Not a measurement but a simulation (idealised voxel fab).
process module | voxel released beams
cross-section cut | 145 nm wide | cells 5 nm
A cross-section is a grid of square cells, given in bands from the top down. A band is one or more rows of cells.
Each band's line starts with the height of the band's top and of its bottom, in nm. Then come its materials from left to right, each with its width in nm. One material with "throughout" fills the band from edge to edge. "air" is empty space.
Height 0 is the level under which the wafer as received is all one material. The lowest band goes on downwards, as in "0 down".
A width such as "30 to 40" changes by the same amount from each row of cells to the next, from the band's top row to its bottom row.
"no change" after a step means that no cell of the cross-section changed.
closed voids: empty space of 8 cells or more with no open way to the top, each as width x height at its distance from the left edge, in nm
after a step's settings: what the simulator itself notes on the step
overlay nm, on a step with a mask: how far to the right of its planned place the mask lay; to the left if negative
plan
1 op RECEIVE | material Si
2 op CONFORMAL_DEP | material Al2O3 | thk nm 10
3 op DIRECTIONAL_DEP | material SiO2 | thk nm 20
4 op DIRECTIONAL_DEP | material aC | thk nm 15
5 op PATTERN | tone open | mask id ANCHOR | material resist | width nm 25 | thk nm 30 | overlay nm 0
6 op DIRECTIONAL_ETCH | etch materials aC | depth nm 15
7 op STRIP | etch materials resist
8 op DIRECTIONAL_ETCH | etch materials SiO2 | depth nm 20
9 op STRIP | etch materials aC
10 op CONFORMAL_DEP | material SiN | thk nm 10
11 op PATTERN | tone cover | mask id BEAM | material resist | width nm 80 | thk nm 15 | overlay nm 0
12 op DIRECTIONAL_ETCH | etch materials SiN | depth nm 10
13 op STRIP | etch materials resist
14 op STRIP | etch materials SiO2
as received, after step 1
  0 down: Si throughout
  closed voids: none
a wafer at the end: this start, this plan, one mistake
  35 to 30: air 30 | SiN 10 | air 15 | SiN 55 | air 35
  30 to 15: air 35 | SiN 5 | air 15 | SiN 5 | air 85
  15 to 10: air 35 | SiN 25 | air 85
  10 to 0: Al2O3 throughout
  0 down: Si throughout
  closed voids: none
what went wrong: step 10 ran as: op CONFORMAL_DEP | material SiN | thk nm 5
